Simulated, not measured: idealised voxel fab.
The process module presented herein is designated voxel capacitor over wiring.
The cross-section on display is named cut; it measures 285 nm wide, and its cells are 5 nm squares.
Format of a cross-section: grid, square cells. Given as bands. Order: top down. Band: one or more rows of cells. For a band, the entry starts with two heights in nm, that of the top and then that of the bottom, and carries on with the band's materials in order from left to right, each alongside its width in nm; the word "edge to edge" beside a single material means it fills the band edge to edge, and "blank" means empty space. Basically, 0 is our baseline, since under it the wafer straight out of the box is all one material. The bottom band has no lower end and keeps on going down, so it looks like "z 0 and below". Graded width ("30..40"): value in top row of band = first number; value in bottom row = second number; row-to-row change constant. Reading "identical to before" for a step: not a cell of the cross-section changed in it. Empty spaces without an open route to the top, at least 8 cells in extent, make up the entry "Sealed void listing"; each is given as width x height at distance, where the distance is measured from the left edge, and all are in nm. Whatever follows a step's settings on its line is a remark the simulator itself makes about that step. "overlay nm" denotes, for a step that has a mask, the displacement of the mask to the right of its planned place, with negative values corresponding to the left. Pairs from here to the end. Each: cross-section before one process step, cross-section after it, the latter only as far down as the lowest band that changed. Under each: the step between, and its settings. Mind that the pairs may be taken from different runs of this module on the same starting wafer; whether a pair continues from the pair above depends on its entry headed "Prior to step", and it does only where that entry says so.
### Prior to step
> z 0 and below = Si edge to edge
> Sealed void listing: none
### Resultant Cross-Section
> z 10 to 0 = SiO2 edge to edge
> All layers under 0 are left as they were.
> Sealed void listing: none
What sits between those two cross-sections? CONFORMAL_DEP (material SiO2; thk nm 10)
Prior to step: we pick up right where the pair above leaves off, with its after cross-section.
### Resultant Cross-Section
> z 15 to 10 = SiN edge to edge
> All layers under 10 are left as they were.
> Sealed void listing: none
What sits between those two cross-sections? CONFORMAL_DEP (material SiN; thk nm 5)
Prior to step: we pick up right where the pair above leaves off, with its after cross-section.
### Resultant Cross-Section
> z 35 to 15 = SiO2 edge to edge
> All layers under 15 are left as they were.
> Sealed void listing: none
What sits between those two cross-sections? DIRECTIONAL_DEP (material SiO2; thk nm 20)
Prior to step: we pick up right where the pair above leaves off, with its after cross-section.
### Resultant Cross-Section
> z 35 to 15 = SiO2: 85 / blank: 30 / SiO2: 50 / blank: 30 / SiO2: 90
> All layers under 15 are left as they were.
> Sealed void listing: none
What sits between those two cross-sections? MASKED_ETCH (tone open; mask id METAL_1; width nm 30; pitch nm 80; etch materials SiO2; depth nm 20; overlay nm 0)
Prior to step: we pick up right where the pair above leaves off, with its after cross-section.
### Resultant Cross-Section
> z 35 to 15 = SiO2: 85 / blank: 30 / SiO2: 50 / blank: 30 / SiO2: 90
> z 15 to 10 = SiN: 85 / blank: 30 / SiN: 50 / blank: 30 / SiN: 90
> All layers under 10 are left as they were.
> Sealed void listing: none
What sits between those two cross-sections? MASKED_ETCH (tone open; mask id METAL_1; width nm 30; pitch nm 80; etch materials SiN; depth nm 5; overlay nm 0)
Prior to step: we pick up right where the pair above leaves off, with its after cross-section.
### Resultant Cross-Section
> z 40 to 35 = TiN: 90 / blank: 20 / TiN: 60 / blank: 20 / TiN: 95
> z 35 to 15 = SiO2: 85 / TiN: 5 / blank: 20 / TiN: 5 / SiO2: 50 / TiN: 5 / blank: 20 / TiN: 5 / SiO2: 90
> z 15 to 10 = SiN: 85 / TiN: 30 / SiN: 50 / TiN: 30 / SiN: 90
> All layers under 10 are left as they were.
> Sealed void listing: none
What sits between those two cross-sections? CONFORMAL_DEP (material TiN; thk nm 5)
Prior to step: we pick up right where the pair above leaves off, with its after cross-section.
### Resultant Cross-Section
> z 50 to 40 = W edge to edge
> z 40 to 35 = TiN: 90 / W: 20 / TiN: 60 / W: 20 / TiN: 95
> z 35 to 15 = SiO2: 85 / TiN: 5 / W: 20 / TiN: 5 / SiO2: 50 / TiN: 5 / W: 20 / TiN: 5 / SiO2: 90
> All layers under 15 are left as they were.
> Sealed void listing: none
What sits between those two cross-sections? FILL_DEP (material W; thk nm 10)
Prior to step: we pick up right where the pair above leaves off, with its after cross-section.
### Resultant Cross-Section
> z 35 to 15 = SiO2: 85 / TiN: 5 / W: 20 / TiN: 5 / SiO2: 50 / TiN: 5 / W: 20 / TiN: 5 / SiO2: 90
> All layers under 15 are left as they were.
> Sealed void listing: none
What sits between those two cross-sections? CMP (height nm 35)
Prior to step: we pick up right where the pair above leaves off, with its after cross-section.
### Resultant Cross-Section
> z 40 to 35 = SiCN edge to edge
> All layers under 35 are left as they were.
> Sealed void listing: none
What sits between those two cross-sections? CONFORMAL_DEP (material SiCN; thk nm 5)
Prior to step: we pick up right where the pair above leaves off, with its after cross-section.
### Resultant Cross-Section
> z 60 to 40 = lowk edge to edge
> All layers under 40 are left as they were.
> Sealed void listing: none
What sits between those two cross-sections? DIRECTIONAL_DEP (material lowk; thk nm 20)
Prior to step: we pick up right where the pair above leaves off, with its after cross-section.
### Resultant Cross-Section
> z 80 to 60 = resist: 100 / blank: 15 / resist: 170
> All layers under 60 are left as they were.
> Sealed void listing: none
What sits between those two cross-sections? PATTERN (tone open; mask id PLUG_1; material resist; width nm 15; thk nm 20; overlay nm 0)
Prior to step: we pick up right where the pair above leaves off, with its after cross-section.
### Resultant Cross-Section
> z 80 to 60 = resist: 100 / blank: 15 / resist: 170
> z 60 to 40 = lowk: 100 / blank: 15 / lowk: 170
> All layers under 40 are left as they were.
> Sealed void listing: none
What sits between those two cross-sections? DIRECTIONAL_ETCH (etch materials lowk; depth nm 20)
Prior to step: we pick up right where the pair above leaves off, with its after cross-section.
### Resultant Cross-Section
> z 80 to 60 = resist: 100 / blank: 15 / resist: 170
> z 60 to 40 = lowk: 100 / blank: 15 / lowk: 170
> z 40 to 35 = SiCN: 100 / blank: 15 / SiCN: 170
> All layers under 35 are left as they were.
> Sealed void listing: none
What sits between those two cross-sections? DIRECTIONAL_ETCH (etch materials SiCN; depth nm 5)
Prior to step: we pick up right where the pair above leaves off, with its after cross-section.
### Resultant Cross-Section
> z 60 to 40 = lowk: 100 / blank: 15 / lowk: 170
> All layers under 40 are left as they were.
> Sealed void listing: none
What sits between those two cross-sections? STRIP (etch materials resist)
Prior to step: we pick up right where the pair above leaves off, with its after cross-section.
### Resultant Cross-Section
> z 65 to 60 = TiN: 105 / blank: 5 / TiN: 175
> z 60 to 40 = lowk: 100 / TiN: 5 / blank: 5 / TiN: 5 / lowk: 170
> z 40 to 35 = SiCN: 100 / TiN: 15 / SiCN: 170
> All layers under 35 are left as they were.
> Sealed void listing: none
What sits between those two cross-sections? CONFORMAL_DEP (material TiN; thk nm 5)
Prior to step: we pick up right where the pair above leaves off, with its after cross-section.
### Resultant Cross-Section
> z 75 to 65 = Cu edge to edge
> z 65 to 60 = TiN: 105 / Cu: 5 / TiN: 175
> z 60 to 40 = lowk: 100 / TiN: 5 / Cu: 5 / TiN: 5 / lowk: 170
> All layers under 40 are left as they were.
> Sealed void listing: none
What sits between those two cross-sections? FILL_DEP (material Cu; thk nm 10)
Prior to step: we pick up right where the pair above leaves off, with its after cross-section.
### Resultant Cross-Section
> z 60 to 40 = lowk: 100 / TiN: 5 / Cu: 5 / TiN: 5 / lowk: 170
> All layers under 40 are left as they were.
> Sealed void listing: none
What sits between those two cross-sections? CMP (height nm 60)
Prior to step: we pick up right where the pair above leaves off, with its after cross-section.
### Resultant Cross-Section
> z 65 to 60 = TiN edge to edge
> All layers under 60 are left as they were.
> Sealed void listing: none
What sits between those two cross-sections? DIRECTIONAL_DEP (material TiN; thk nm 5)
Prior to step: we pick up right where the pair above leaves off, with its after cross-section.
### Resultant Cross-Section
> z 70 to 65 = SiN edge to edge
> All layers under 65 are left as they were.
> Sealed void listing: none
What sits between those two cross-sections? DIRECTIONAL_DEP (material SiN; thk nm 5)
Prior to step: we pick up right where the pair above leaves off, with its after cross-section.
### Resultant Cross-Section
> z 80 to 70 = TiN edge to edge
> All layers under 70 are left as they were.
> Sealed void listing: none
What sits between those two cross-sections? DIRECTIONAL_DEP (material TiN; thk nm 10)
Prior to step: we pick up right where the pair above leaves off, with its after cross-section.
### Resultant Cross-Section
> z 80 to 70 = blank: 100 / TiN: 55 / blank: 130
> All layers under 70 are left as they were.
> Sealed void listing: none
What sits between those two cross-sections? MASKED_ETCH (tone cover; mask id UPPER_PLATE; width nm 55; etch materials TiN; depth nm 10; overlay nm 0)
Prior to step: we pick up right where the pair above leaves off, with its after cross-section.
### Resultant Cross-Section
> z 80 to 70 = blank: 100 / TiN: 55 / blank: 130
> z 70 to 65 = blank: 100 / SiN: 55 / blank: 130
> All layers under 65 are left as they were.
> Sealed void listing: none
What sits between those two cross-sections? MASKED_ETCH (tone cover; mask id UPPER_PLATE; width nm 55; etch materials SiN; depth nm 5; overlay nm 0)
Prior to step: we pick up right where the pair above leaves off, with its after cross-section.
### Resultant Cross-Section
> z 90 to 80 = blank: 100 / aC: 55 / blank: 130
> z 80 to 75 = blank: 100 / TiN: 55 / blank: 130
> z 75 to 70 = aC: 100 / TiN: 55 / aC: 130
> z 70 to 65 = aC: 100 / SiN: 55 / aC: 130
> All layers under 65 are left as they were.
> Sealed void listing: none
What sits between those two cross-sections? DIRECTIONAL_DEP (material aC; thk nm 10)
Prior to step: we pick up right where the pair above leaves off, with its after cross-section.
### Resultant Cross-Section
> z 120 to 90 = blank: 95 / resist: 65 / blank: 125
> z 90 to 80 = blank: 95 / resist: 5 / aC: 55 / resist: 5 / blank: 125
> z 80 to 75 = blank: 95 / resist: 5 / TiN: 55 / resist: 5 / blank: 125
> All layers under 75 are left as they were.
> Sealed void listing: none
What sits between those two cross-sections? PATTERN (tone cover; mask id LOWER_PLATE; material resist; width nm 65; thk nm 30; overlay nm 0)
Prior to step: we pick up right where the pair above leaves off, with its after cross-section.
### Resultant Cross-Section
> z 110 to 90 = blank: 95 / resist: 65 / blank: 125
> z 90 to 80 = blank: 95 / resist: 5 / aC: 55 / resist: 5 / blank: 125
> z 80 to 75 = blank: 95 / resist: 5 / TiN: 55 / resist: 5 / blank: 125
> z 75 to 70 = blank: 95 / aC: 5 / TiN: 55 / aC: 5 / blank: 125
> z 70 to 65 = blank: 95 / aC: 5 / SiN: 55 / aC: 5 / blank: 125
> All layers under 65 are left as they were.
> Sealed void listing: none
What sits between those two cross-sections? DIRECTIONAL_ETCH (etch materials aC; depth nm 10)
Prior to step: we pick up right where the pair above leaves off, with its after cross-section.
### Resultant Cross-Section
> z 90 to 80 = blank: 100 / aC: 55 / blank: 130
> z 80 to 75 = blank: 100 / TiN: 55 / blank: 130
> All layers under 75 are left as they were.
> Sealed void listing: none
What sits between those two cross-sections? STRIP (etch materials resist)
Prior to step: we pick up right where the pair above leaves off, with its after cross-section.
### Resultant Cross-Section
> z 90 to 80 = blank: 100 / aC: 55 / blank: 130
> z 80 to 75 = blank: 100 / TiN: 55 / blank: 130
> z 75 to 70 = blank: 95 / aC: 5 / TiN: 55 / aC: 5 / blank: 125
> z 70 to 65 = blank: 95 / aC: 5 / SiN: 55 / aC: 5 / blank: 125
> z 65 to 60 = blank: 95 / TiN: 65 / blank: 125
> All layers under 60 are left as they were.
> Sealed void listing: none
What sits between those two cross-sections? DIRECTIONAL_ETCH (etch materials TiN; depth nm 5)
Prior to step: we pick up right where the pair above leaves off, with its after cross-section.
### Resultant Cross-Section
> z 80 to 70 = blank: 100 / TiN: 55 / blank: 130
> z 70 to 65 = blank: 100 / SiN: 55 / blank: 130
> All layers under 65 are left as they were.
> Sealed void listing: none
What sits between those two cross-sections? STRIP (etch materials aC)
Prior to step: we pick up right where the pair above leaves off, with its after cross-section.
### Resultant Cross-Section
> z 95 to 80 = SiO2 edge to edge
> z 80 to 70 = SiO2: 100 / TiN: 55 / SiO2: 130
> z 70 to 65 = SiO2: 100 / SiN: 55 / SiO2: 130
> z 65 to 60 = SiO2: 95 / TiN: 65 / SiO2: 125
> All layers under 60 are left as they were.
> Sealed void listing: none
What sits between those two cross-sections? FILL_DEP (material SiO2; thk nm 15)
Prior to step: we pick up right where the pair above leaves off, with its after cross-section.
### Resultant Cross-Section
> z 90 to 80 = SiO2 edge to edge
> All layers under 80 are left as they were.
> Sealed void listing: none
What sits between those two cross-sections? CMP (height nm 90)
Prior to step: we pick up right where the pair above leaves off, with its after cross-section.
### Resultant Cross-Section
> z 90 to 80 = SiO2: 110 / blank: 15 / SiO2: 160
> All layers under 80 are left as they were.
> Sealed void listing: none
What sits between those two cross-sections? MASKED_ETCH (tone open; mask id PLUG_2; width nm 15; etch materials SiO2; depth nm 10; overlay nm 0)
Prior to step: we pick up right where the pair above leaves off, with its after cross-section.
### Resultant Cross-Section
> z 95 to 90 = TiN: 115 / blank: 5 / TiN: 165
> z 90 to 85 = SiO2: 110 / TiN: 5 / blank: 5 / TiN: 5 / SiO2: 160
> z 85 to 80 = SiO2: 110 / TiN: 15 / SiO2: 160
> All layers under 80 are left as they were.
> Sealed void listing: none
What sits between those two cross-sections? CONFORMAL_DEP (material TiN; thk nm 5)
Prior to step: we pick up right where the pair above leaves off, with its after cross-section.
### Resultant Cross-Section
> z 100 to 95 = Ru edge to edge
> z 95 to 90 = TiN: 115 / Ru: 5 / TiN: 165
> z 90 to 85 = SiO2: 110 / TiN: 5 / Ru: 5 / TiN: 5 / SiO2: 160
> All layers under 85 are left as they were.
> Sealed void listing: none
What sits between those two cross-sections? FILL_DEP (material Ru; thk nm 5)
Prior to step: we pick up right where the pair above leaves off, with its after cross-section.
### Resultant Cross-Section
> z 90 to 85 = SiO2: 110 / TiN: 5 / Ru: 5 / TiN: 5 / SiO2: 160
> All layers under 85 are left as they were.
> Sealed void listing: none
What sits between those two cross-sections? CMP (height nm 90)
Prior to step: we pick up right where the pair above leaves off, with its after cross-section.
### Resultant Cross-Section
> z 95 to 90 = SiN edge to edge
> All layers under 90 are left as they were.
> Sealed void listing: none
What sits between those two cross-sections? CONFORMAL_DEP (material SiN; thk nm 5)
### Prior to step
> z 65 to 60 = TiN edge to edge
> z 60 to 40 = lowk: 100 / TiN: 5 / Cu: 5 / TiN: 5 / lowk: 170
> z 40 to 35 = SiCN: 100 / TiN: 15 / SiCN: 170
> z 35 to 15 = SiO2: 85 / TiN: 5 / W: 20 / TiN: 5 / SiO2: 50 / TiN: 5 / W: 20 / TiN: 5 / SiO2: 90
> z 15 to 10 = SiN: 85 / TiN: 30 / SiN: 50 / TiN: 30 / SiN: 90
> z 10 to 0 = SiO2 edge to edge
> z 0 and below = Si edge to edge
> Sealed void listing: none
### Resultant Cross-Section
> z 75 to 60 = TiN edge to edge
> All layers under 60 are left as they were.
> Sealed void listing: none
What sits between those two cross-sections? DIRECTIONAL_DEP (material TiN; thk nm 10)
Prior to step: we pick up right where the pair above leaves off, with its after cross-section.
### Resultant Cross-Section
> z 75 to 65 = blank: 100 / TiN: 55 / blank: 130
> All layers under 65 are left as they were.
> Sealed void listing: none
What sits between those two cross-sections? MASKED_ETCH (tone cover; mask id UPPER_PLATE; width nm 55; etch materials TiN; depth nm 10; overlay nm 0)
Prior to step: we pick up right where the pair above leaves off, with its after cross-section.
### Resultant Cross-Section
> z 85 to 75 = blank: 100 / aC: 55 / blank: 130
> z 75 to 65 = aC: 100 / TiN: 55 / aC: 130
> All layers under 65 are left as they were.
> Sealed void listing: none
What sits between those two cross-sections? DIRECTIONAL_DEP (material aC; thk nm 10)
Prior to step: we pick up right where the pair above leaves off, with its after cross-section.
### Resultant Cross-Section
> z 115 to 85 = blank: 95 / resist: 65 / blank: 125
> z 85 to 75 = blank: 95 / resist: 5 / aC: 55 / resist: 5 / blank: 125
> All layers under 75 are left as they were.
> Sealed void listing: none
What sits between those two cross-sections? PATTERN (tone cover; mask id LOWER_PLATE; material resist; width nm 65; thk nm 30; overlay nm 0)
Prior to step: we pick up right where the pair above leaves off, with its after cross-section.
### Resultant Cross-Section
> z 105 to 85 = blank: 95 / resist: 65 / blank: 125
> z 85 to 75 = blank: 95 / resist: 5 / aC: 55 / resist: 5 / blank: 125
> z 75 to 65 = blank: 95 / aC: 5 / TiN: 55 / aC: 5 / blank: 125
> All layers under 65 are left as they were.
> Sealed void listing: none
What sits between those two cross-sections? DIRECTIONAL_ETCH (etch materials aC; depth nm 10)
Prior to step: we pick up right where the pair above leaves off, with its after cross-section.
### Resultant Cross-Section
> z 85 to 75 = blank: 100 / aC: 55 / blank: 130
> All layers under 75 are left as they were.
> Sealed void listing: none
What sits between those two cross-sections? STRIP (etch materials resist)
Prior to step: we pick up right where the pair above leaves off, with its after cross-section.
### Resultant Cross-Section
> z 85 to 75 = blank: 100 / aC: 55 / blank: 130
> z 75 to 65 = blank: 95 / aC: 5 / TiN: 55 / aC: 5 / blank: 125
> z 65 to 60 = blank: 95 / TiN: 65 / blank: 125
> All layers under 60 are left as they were.
> Sealed void listing: none
What sits between those two cross-sections? DIRECTIONAL_ETCH (etch materials TiN; depth nm 5)
Prior to step: we pick up right where the pair above leaves off, with its after cross-section.
### Resultant Cross-Section
> z 75 to 65 = blank: 100 / TiN: 55 / blank: 130
> All layers under 65 are left as they were.
> Sealed void listing: none
What sits between those two cross-sections? STRIP (etch materials aC)
Prior to step: we pick up right where the pair above leaves off, with its after cross-section.
### Resultant Cross-Section
> z 90 to 75 = SiO2 edge to edge
> z 75 to 65 = SiO2: 100 / TiN: 55 / SiO2: 130
> z 65 to 60 = SiO2: 95 / TiN: 65 / SiO2: 125
> All layers under 60 are left as they were.
> Sealed void listing: none
What sits between those two cross-sections? FILL_DEP (material SiO2; thk nm 15)
Prior to step: we pick up right where the pair above leaves off, with its after cross-section.
### Resultant Cross-Section
> z 90 to 80 = SiO2: 110 / blank: 15 / SiO2: 160
> All layers under 80 are left as they were.
> Sealed void listing: none
What sits between those two cross-sections? MASKED_ETCH (tone open; mask id PLUG_2; width nm 15; etch materials SiO2; depth nm 10; overlay nm 0)
Prior to step: we pick up right where the pair above leaves off, with its after cross-section.
### Resultant Cross-Section
> z 95 to 90 = TiN: 115 / blank: 5 / TiN: 165
> z 90 to 85 = SiO2: 110 / TiN: 5 / blank: 5 / TiN: 5 / SiO2: 160
> z 85 to 80 = SiO2: 110 / TiN: 15 / SiO2: 160
> All layers under 80 are left as they were.
> Sealed void listing: none
What sits between those two cross-sections? CONFORMAL_DEP (material TiN; thk nm 5)
Prior to step: we pick up right where the pair above leaves off, with its after cross-section.
### Resultant Cross-Section
> z 100 to 95 = Ru edge to edge
> z 95 to 90 = TiN: 115 / Ru: 5 / TiN: 165
> z 90 to 85 = SiO2: 110 / TiN: 5 / Ru: 5 / TiN: 5 / SiO2: 160
> All layers under 85 are left as they were.
> Sealed void listing: none
What sits between those two cross-sections? FILL_DEP (material Ru; thk nm 5)
Prior to step: we pick up right where the pair above leaves off, with its after cross-section.
### Resultant Cross-Section
> z 90 to 85 = SiO2: 110 / TiN: 5 / Ru: 5 / TiN: 5 / SiO2: 160
> All layers under 85 are left as they were.
> Sealed void listing: none
What sits between those two cross-sections? CMP (height nm 90)
Prior to step: we pick up right where the pair above leaves off, with its after cross-section.
### Resultant Cross-Section
> z 95 to 90 = SiN edge to edge
> All layers under 90 are left as they were.
> Sealed void listing: none
What sits between those two cross-sections? CONFORMAL_DEP (material SiN; thk nm 5)
### Prior to step
> z 10 to 0 = SiO2 edge to edge
> z 0 and below = Si edge to edge
> Sealed void listing: none
### Resultant Cross-Section
> z 30 to 0 = SiO2 edge to edge
> All layers under 0 are left as they were.
> Sealed void listing: none
What sits between those two cross-sections? DIRECTIONAL_DEP (material SiO2; thk nm 20)
Prior to step: we pick up right where the pair above leaves off, with its after cross-section.
### Resultant Cross-Section
> z 35 to 30 = SiN edge to edge
> All layers under 30 are left as they were.
> Sealed void listing: none
What sits between those two cross-sections? CONFORMAL_DEP (material SiN; thk nm 5)
Prior to step: we pick up right where the pair above leaves off, with its after cross-section.
### Resultant Cross-Section
> z 35 to 30 = SiN: 85 / blank: 30 / SiN: 50 / blank: 30 / SiN: 90
> All layers under 30 are left as they were.
> Sealed void listing: none
What sits between those two cross-sections? MASKED_ETCH (tone open; mask id METAL_1; width nm 30; pitch nm 80; etch materials SiN; depth nm 5; overlay nm 0)
Prior to step: we pick up right where the pair above leaves off, with its after cross-section.
### Resultant Cross-Section
> z 40 to 35 = TiN: 90 / blank: 20 / TiN: 60 / blank: 20 / TiN: 95
> z 35 to 30 = SiN: 85 / TiN: 30 / SiN: 50 / TiN: 30 / SiN: 90
> All layers under 30 are left as they were.
> Sealed void listing: none
What sits between those two cross-sections? CONFORMAL_DEP (material TiN; thk nm 5)
Prior to step: we pick up right where the pair above leaves off, with its after cross-section.
### Resultant Cross-Section
> z 50 to 40 = W edge to edge
> z 40 to 35 = TiN: 90 / W: 20 / TiN: 60 / W: 20 / TiN: 95
> All layers under 35 are left as they were.
> Sealed void listing: none
What sits between those two cross-sections? FILL_DEP (material W; thk nm 10)
Prior to step: we pick up right where the pair above leaves off, with its after cross-section.
### Resultant Cross-Section
> z 35 to 30 = SiN: 85 / TiN: 30 / SiN: 50 / TiN: 30 / SiN: 90
> All layers under 30 are left as they were.
> Sealed void listing: none
What sits between those two cross-sections? CMP (height nm 35)
Prior to step: we pick up right where the pair above leaves off, with its after cross-section.
### Resultant Cross-Section
> z 40 to 35 = SiCN edge to edge
> All layers under 35 are left as they were.
> Sealed void listing: none
What sits between those two cross-sections? CONFORMAL_DEP (material SiCN; thk nm 5)
Prior to step: we pick up right where the pair above leaves off, with its after cross-section.
### Resultant Cross-Section
> z 60 to 40 = lowk edge to edge
> All layers under 40 are left as they were.
> Sealed void listing: none
What sits between those two cross-sections? DIRECTIONAL_DEP (material lowk; thk nm 20)
Prior to step: we pick up right where the pair above leaves off, with its after cross-section.
### Resultant Cross-Section
> z 80 to 60 = resist: 100 / blank: 15 / resist: 170
> All layers under 60 are left as they were.
> Sealed void listing: none
What sits between those two cross-sections? PATTERN (tone open; mask id PLUG_1; material resist; width nm 15; thk nm 20; overlay nm 0)
Prior to step: we pick up right where the pair above leaves off, with its after cross-section.
### Resultant Cross-Section
> z 80 to 60 = resist: 100 / blank: 15 / resist: 170
> z 60 to 40 = lowk: 100 / blank: 15 / lowk: 170
> All layers under 40 are left as they were.
> Sealed void listing: none
What sits between those two cross-sections? DIRECTIONAL_ETCH (etch materials lowk; depth nm 20)
Prior to step: we pick up right where the pair above leaves off, with its after cross-section.
### Resultant Cross-Section
> z 80 to 60 = resist: 100 / blank: 15 / resist: 170
> z 60 to 40 = lowk: 100 / blank: 15 / lowk: 170
> z 40 to 35 = SiCN: 100 / blank: 15 / SiCN: 170
> All layers under 35 are left as they were.
> Sealed void listing: none
What sits between those two cross-sections? DIRECTIONAL_ETCH (etch materials SiCN; depth nm 5)
Prior to step: we pick up right where the pair above leaves off, with its after cross-section.
### Resultant Cross-Section
> z 60 to 40 = lowk: 100 / blank: 15 / lowk: 170
> All layers under 40 are left as they were.
> Sealed void listing: none
What sits between those two cross-sections? STRIP (etch materials resist)
Prior to step: we pick up right where the pair above leaves off, with its after cross-section.
### Resultant Cross-Section
> z 65 to 60 = TiN: 105 / blank: 5 / TiN: 175
> z 60 to 40 = lowk: 100 / TiN: 5 / blank: 5 / TiN: 5 / lowk: 170
> z 40 to 35 = SiCN: 100 / TiN: 15 / SiCN: 170
> All layers under 35 are left as they were.
> Sealed void listing: none
What sits between those two cross-sections? CONFORMAL_DEP (material TiN; thk nm 5)
Prior to step: we pick up right where the pair above leaves off, with its after cross-section.
### Resultant Cross-Section
> z 75 to 65 = Cu edge to edge
> z 65 to 60 = TiN: 105 / Cu: 5 / TiN: 175
> z 60 to 40 = lowk: 100 / TiN: 5 / Cu: 5 / TiN: 5 / lowk: 170
> All layers under 40 are left as they were.
> Sealed void listing: none
What sits between those two cross-sections? FILL_DEP (material Cu; thk nm 10)
Prior to step: we pick up right where the pair above leaves off, with its after cross-section.
### Resultant Cross-Section
> z 60 to 40 = lowk: 100 / TiN: 5 / Cu: 5 / TiN: 5 / lowk: 170
> All layers under 40 are left as they were.
> Sealed void listing: none
What sits between those two cross-sections? CMP (height nm 60)
Prior to step: we pick up right where the pair above leaves off, with its after cross-section.
### Resultant Cross-Section
> z 65 to 60 = TiN edge to edge
> All layers under 60 are left as they were.
> Sealed void listing: none
What sits between those two cross-sections? DIRECTIONAL_DEP (material TiN; thk nm 5)
Prior to step: we pick up right where the pair above leaves off, with its after cross-section.
### Resultant Cross-Section
> z 70 to 65 = SiN edge to edge
> All layers under 65 are left as they were.
> Sealed void listing: none
What sits between those two cross-sections? DIRECTIONAL_DEP (material SiN; thk nm 5)
Prior to step: we pick up right where the pair above leaves off, with its after cross-section.
### Resultant Cross-Section
> z 80 to 70 = TiN edge to edge
> All layers under 70 are left as they were.
> Sealed void listing: none
What sits between those two cross-sections? DIRECTIONAL_DEP (material TiN; thk nm 10)
Prior to step: we pick up right where the pair above leaves off, with its after cross-section.
### Resultant Cross-Section
> z 80 to 70 = blank: 100 / TiN: 55 / blank: 130
> All layers under 70 are left as they were.
> Sealed void listing: none
What sits between those two cross-sections? MASKED_ETCH (tone cover; mask id UPPER_PLATE; width nm 55; etch materials TiN; depth nm 10; overlay nm 0)
Prior to step: we pick up right where the pair above leaves off, with its after cross-section.
### Resultant Cross-Section
> z 80 to 70 = blank: 100 / TiN: 55 / blank: 130
> z 70 to 65 = blank: 100 / SiN: 55 / blank: 130
> All layers under 65 are left as they were.
> Sealed void listing: none
What sits between those two cross-sections? MASKED_ETCH (tone cover; mask id UPPER_PLATE; width nm 55; etch materials SiN; depth nm 5; overlay nm 0)
Prior to step: we pick up right where the pair above leaves off, with its after cross-section.
### Resultant Cross-Section
> z 90 to 80 = blank: 100 / aC: 55 / blank: 130
> z 80 to 75 = blank: 100 / TiN: 55 / blank: 130
> z 75 to 70 = aC: 100 / TiN: 55 / aC: 130
> z 70 to 65 = aC: 100 / SiN: 55 / aC: 130
> All layers under 65 are left as they were.
> Sealed void listing: none
What sits between those two cross-sections? DIRECTIONAL_DEP (material aC; thk nm 10)
Prior to step: we pick up right where the pair above leaves off, with its after cross-section.
### Resultant Cross-Section
> z 120 to 90 = blank: 95 / resist: 65 / blank: 125
> z 90 to 80 = blank: 95 / resist: 5 / aC: 55 / resist: 5 / blank: 125
> z 80 to 75 = blank: 95 / resist: 5 / TiN: 55 / resist: 5 / blank: 125
> All layers under 75 are left as they were.
> Sealed void listing: none
What sits between those two cross-sections? PATTERN (tone cover; mask id LOWER_PLATE; material resist; width nm 65; thk nm 30; overlay nm 0)
Prior to step: we pick up right where the pair above leaves off, with its after cross-section.
### Resultant Cross-Section
> z 110 to 90 = blank: 95 / resist: 65 / blank: 125
> z 90 to 80 = blank: 95 / resist: 5 / aC: 55 / resist: 5 / blank: 125
> z 80 to 75 = blank: 95 / resist: 5 / TiN: 55 / resist: 5 / blank: 125
> z 75 to 70 = blank: 95 / aC: 5 / TiN: 55 / aC: 5 / blank: 125
> z 70 to 65 = blank: 95 / aC: 5 / SiN: 55 / aC: 5 / blank: 125
> All layers under 65 are left as they were.
> Sealed void listing: none
What sits between those two cross-sections? DIRECTIONAL_ETCH (etch materials aC; depth nm 10)
Prior to step: we pick up right where the pair above leaves off, with its after cross-section.
### Resultant Cross-Section
> z 90 to 80 = blank: 100 / aC: 55 / blank: 130
> z 80 to 75 = blank: 100 / TiN: 55 / blank: 130
> All layers under 75 are left as they were.
> Sealed void listing: none
What sits between those two cross-sections? STRIP (etch materials resist)
Prior to step: we pick up right where the pair above leaves off, with its after cross-section.
### Resultant Cross-Section
> z 90 to 80 = blank: 100 / aC: 55 / blank: 130
> z 80 to 75 = blank: 100 / TiN: 55 / blank: 130
> z 75 to 70 = blank: 95 / aC: 5 / TiN: 55 / aC: 5 / blank: 125
> z 70 to 65 = blank: 95 / aC: 5 / SiN: 55 / aC: 5 / blank: 125
> z 65 to 60 = blank: 95 / TiN: 65 / blank: 125
> All layers under 60 are left as they were.
> Sealed void listing: none
What sits between those two cross-sections? DIRECTIONAL_ETCH (etch materials TiN; depth nm 5)
Prior to step: we pick up right where the pair above leaves off, with its after cross-section.
### Resultant Cross-Section
> z 80 to 70 = blank: 100 / TiN: 55 / blank: 130
> z 70 to 65 = blank: 100 / SiN: 55 / blank: 130
> All layers under 65 are left as they were.
> Sealed void listing: none
What sits between those two cross-sections? STRIP (etch materials aC)
Prior to step: we pick up right where the pair above leaves off, with its after cross-section.
### Resultant Cross-Section
> z 95 to 80 = SiO2 edge to edge
> z 80 to 70 = SiO2: 100 / TiN: 55 / SiO2: 130
> z 70 to 65 = SiO2: 100 / SiN: 55 / SiO2: 130
> z 65 to 60 = SiO2: 95 / TiN: 65 / SiO2: 125
> All layers under 60 are left as they were.
> Sealed void listing: none
What sits between those two cross-sections? FILL_DEP (material SiO2; thk nm 15)
Prior to step: we pick up right where the pair above leaves off, with its after cross-section.
### Resultant Cross-Section
> z 90 to 80 = SiO2 edge to edge
> All layers under 80 are left as they were.
> Sealed void listing: none
What sits between those two cross-sections? CMP (height nm 90)
Prior to step: we pick up right where the pair above leaves off, with its after cross-section.
### Resultant Cross-Section
> z 90 to 80 = SiO2: 110 / blank: 15 / SiO2: 160
> All layers under 80 are left as they were.
> Sealed void listing: none
What sits between those two cross-sections? MASKED_ETCH (tone open; mask id PLUG_2; width nm 15; etch materials SiO2; depth nm 10; overlay nm 0)
Prior to step: we pick up right where the pair above leaves off, with its after cross-section.
### Resultant Cross-Section
> z 95 to 90 = TiN: 115 / blank: 5 / TiN: 165
> z 90 to 85 = SiO2: 110 / TiN: 5 / blank: 5 / TiN: 5 / SiO2: 160
> z 85 to 80 = SiO2: 110 / TiN: 15 / SiO2: 160
> All layers under 80 are left as they were.
> Sealed void listing: none
What sits between those two cross-sections? CONFORMAL_DEP (material TiN; thk nm 5)
Prior to step: we pick up right where the pair above leaves off, with its after cross-section.
### Resultant Cross-Section
> z 100 to 95 = Ru edge to edge
> z 95 to 90 = TiN: 115 / Ru: 5 / TiN: 165
> z 90 to 85 = SiO2: 110 / TiN: 5 / Ru: 5 / TiN: 5 / SiO2: 160
> All layers under 85 are left as they were.
> Sealed void listing: none
What sits between those two cross-sections? FILL_DEP (material Ru; thk nm 5)
Prior to step: we pick up right where the pair above leaves off, with its after cross-section.
### Resultant Cross-Section
> z 90 to 85 = SiO2: 110 / TiN: 5 / Ru: 5 / TiN: 5 / SiO2: 160
> All layers under 85 are left as they were.
> Sealed void listing: none
What sits between those two cross-sections? CMP (height nm 90)
